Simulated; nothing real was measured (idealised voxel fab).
Presented below is a process module, voxel released beams.
Displayed cross-section: cut, width of 240 nm, square cells sized 5 nm.
For the purposes of this document, a cross-section shall be understood as a grid of square cells, specified as bands listed in top-to-bottom order, each band consisting of one or more rows of cells.
Band entry format. Leading values: height of top, height of bottom, nm. Remainder: materials in left-to-right order, each with its width in nm. Special words: "full width" on a single material, which then fills the band edge to edge; "empty", empty space.
All heights in this document are referenced to 0, defined as the level beneath which the wafer, as received, consists entirely of one material. The lowest band is not bounded below; it extends indefinitely downward and is written in the form "0 down".
Width "30->40": first value at the band's top row of cells, second value at its bottom row, equal change from row to row.
What does "left unchanged" mean for a step? It means no cell of the cross-section changed in that step.
Enclosed voids (no open way to top), threshold 8 cells or more, entry "Closed cavity list", notation width x height at distance, distance from left edge, nm.
Read whatever lies past the settings on a step's line as the simulator's own remark about the step.
On any step carrying a mask, the "overlay nm" setting, if present on the step's line, tells how far right of its planned place the mask lay; negative values point to the left.
## These are the steps we planned for the process
1. op RECEIVE | material Si
2. op CONFORMAL_DEP | material SiN | thk nm 5
3. op DIRECTIONAL_DEP | material SiO2 | thk nm 20
4. op DIRECTIONAL_DEP | material aC | thk nm 10
5. op PATTERN | tone open | mask id ANCHOR | material resist | width nm 40 | thk nm 25 | overlay nm -15
6. op DIRECTIONAL_ETCH | etch materials aC | depth nm 10
7. op STRIP | etch materials resist
8. op DIRECTIONAL_ETCH | etch materials SiO2 | depth nm 20
9. op STRIP | etch materials aC
10. op CONFORMAL_DEP | material polySi | thk nm 15
11. op DIRECTIONAL_DEP | material aC | thk nm 10
12. op PATTERN | tone cover | mask id BEAM | material resist | width nm 90 | thk nm 30 | overlay nm 0
13. op DIRECTIONAL_ETCH | etch materials aC | depth nm 10
14. op STRIP | etch materials resist
15. op DIRECTIONAL_ETCH | etch materials polySi | depth nm 15
16. op STRIP | etch materials aC
17. op STRIP | etch materials SiO2
The overlay nm used in step 5 is not the same on every wafer, whereas the starting condition is; the value printed in the plan is the first wafer's.
## As received, i.e. after step 1: cross-section through the first of several wafers
* 0 down = Si full width
* Closed cavity list: none
## Per wafer (row), end of module: delta in cells per material since receipt, (+) for gained, (-) for lost; closed voids after that
overlay nm -15, +48 SiN, +78 polySi, Closed cavity list: none
overlay nm -10, +48 SiN, +78 polySi, Closed cavity list: none
overlay nm -5, +48 SiN, +78 polySi, Closed cavity list: none
overlay nm 0, +48 SiN, +78 polySi, Closed cavity list: none
overlay nm 5, +48 SiN, +78 polySi, Closed cavity list: none
overlay nm 10, +48 SiN, +78 polySi, Closed cavity list: none
overlay nm 15, +48 SiN, +78 polySi, Closed cavity list: none
